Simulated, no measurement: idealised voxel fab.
process module | voxel double patterning
cross-section cut | 200 nm wide | cells 5 nm
A cross-section is a grid of square cells, given in bands from the top down. A band is one or more rows of cells.
Each band's line starts with the height of the band's top and of its bottom, in nm. Then come its materials from left to right, each with its width in nm. One material with "throughout" fills the band from edge to edge. "air" is empty space.
Height 0 is the level under which the wafer as received is all one material. The lowest band goes on downwards, as in "0 down".
A width such as "30 to 40" changes by the same amount from each row of cells to the next, from the band's top row to its bottom row.
"no change" after a step means that no cell of the cross-section changed.
closed voids: empty space of 8 cells or more with no open way to the top, each as width x height at its distance from the left edge, in nm
after a step's settings: what the simulator itself notes on the step
overlay nm, on a step with a mask: how far to the right of its planned place the mask lay; to the left if negative
plan
1 op RECEIVE | material Si
2 op CONFORMAL_DEP | material SiO2 | thk nm 5
3 op DIRECTIONAL_DEP | material W | thk nm 10
4 op DIRECTIONAL_DEP | material SiCN | thk nm 10
5 op DIRECTIONAL_DEP | material aC | thk nm 15
6 op PATTERN | tone open | mask id FIRST | material resist | width nm 15 | pitch nm 50 | thk nm 30 | overlay nm 0
7 op DIRECTIONAL_ETCH | etch materials aC | depth nm 15
8 op STRIP | etch materials resist
9 op DIRECTIONAL_ETCH | etch materials SiCN | depth nm 10
10 op STRIP | etch materials aC
11 op PATTERN | tone open | mask id SECOND | material resist | width nm 15 | thk nm 15 | overlay nm 0
12 op DIRECTIONAL_ETCH | etch materials SiCN | depth nm 10
13 op STRIP | etch materials resist
14 op DIRECTIONAL_ETCH | etch materials W | depth nm 10
15 op STRIP | etch materials SiCN
varied across the wafers: width nm of step 6. The plan shows the first wafer's value. All wafers start alike
first wafer as received, after step 1
  0 down: Si throughout
  closed voids: none
first wafer at the end, after step 15
  15 to 5: W 65 | air 15 | W 10 | air 15 | W 10 | air 15 | W 70
  5 to 0: SiO2 throughout
  0 down: Si throughout
  closed voids: none
last wafer at the end
  15 to 5: W 60 | air 45 | W 5 | air 30 | W 60
  5 to 0: SiO2 throughout
  0 down: Si throughout
  closed voids: none
each wafer at the end: cells of each material gained (+) or lost (-) since it was received, then its closed voids
width nm 15 | +40 SiO2 | +62 W | closed voids: none
width nm 20 | +40 SiO2 | +58 W | closed voids: none
width nm 25 | +40 SiO2 | +54 W | closed voids: none
width nm 30 | +40 SiO2 | +50 W | closed voids: none
